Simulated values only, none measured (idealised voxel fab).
Name of the process module below: voxel trench capacitor
Section shown: cut. Width: 225 nm. Cell size: 5 nm, square.
In this document a cross-section is written as a grid of square cells. It is given as a series of bands, listed from the top down, and a band is one or more rows of cells. Top, bottom (nm), then materials left to right with widths (nm); lone material tagged "edge to edge" fills the whole band edge to edge; "air" = empty space. Measure heights from 0. That's the level where, below it, the as-received wafer is all one material. The lowest band is bottomless and extends downward; write it as in "0 nm and below". A two-number width, for instance "30->40", indicates that the width is equal to the first number in the top row of the band and to the second number in the bottom row, and that it changes by a constant amount per row of cells. Given "nothing got changed" for a step, no cell of the cross-section differs between before and after that step. "Cavities, sealed" lists enclosed empty spaces (at least 8 cells, no open path upward to the top), each as width x height at distance from the left edge, in nm. What comes after the settings on a step's line is commentary from the simulator itself on that step. The setting "overlay nm" may be written on the line of a step. When the step uses a mask, the value reports how far to the right of the planned place the mask lay, and a negative value reports that it lay to the left.

Process steps (planned):
- 1: op RECEIVE | material Si
- 2: op CONFORMAL_DEP | material SiN | thk nm 10
- 3: op MASKED_ETCH | tone open | mask id TRENCH | width nm 15 | pitch nm 35 | etch materials SiN | depth nm 10 | overlay nm 0
- 4: op MASKED_ETCH | tone open | mask id TRENCH | width nm 15 | pitch nm 35 | etch materials Si | depth nm 40 | overlay nm 0
- 5: op CONFORMAL_DEP | material Al2O3 | thk nm 5
- 6: op FILL_DEP | material polySi | thk nm 10
- 7: op CMP | height nm 10

Cross-sectional view of the wafer in its as-received condition, corresponding to the state after step 1:
* 0 nm and below  Si edge to edge
* Cavities, sealed: none

Final cross-section, module run with one mistake (start and plan as above):
* 10 nm to 5 nm  polySi=65 | Al2O3=5 | SiN=15 | Al2O3=5 | polySi=10 | Al2O3=5 | SiN=15 | Al2O3=5 | polySi=10 | Al2O3=5 | SiN=15 | Al2O3=5 | polySi=65
* 5 nm to 0 nm  Al2O3=70 | SiN=15 | Al2O3=20 | SiN=15 | Al2O3=20 | SiN=15 | Al2O3=70
* 0 nm and below  Si edge to edge
* Cavities, sealed: none
So what did we get wrong on this run? step 3: run off-plan, actual operation and settings op MASKED_ETCH | tone cover | mask id TRENCH | width nm 15 | pitch nm 35 | etch materials SiN | depth nm 10 | overlay nm 0
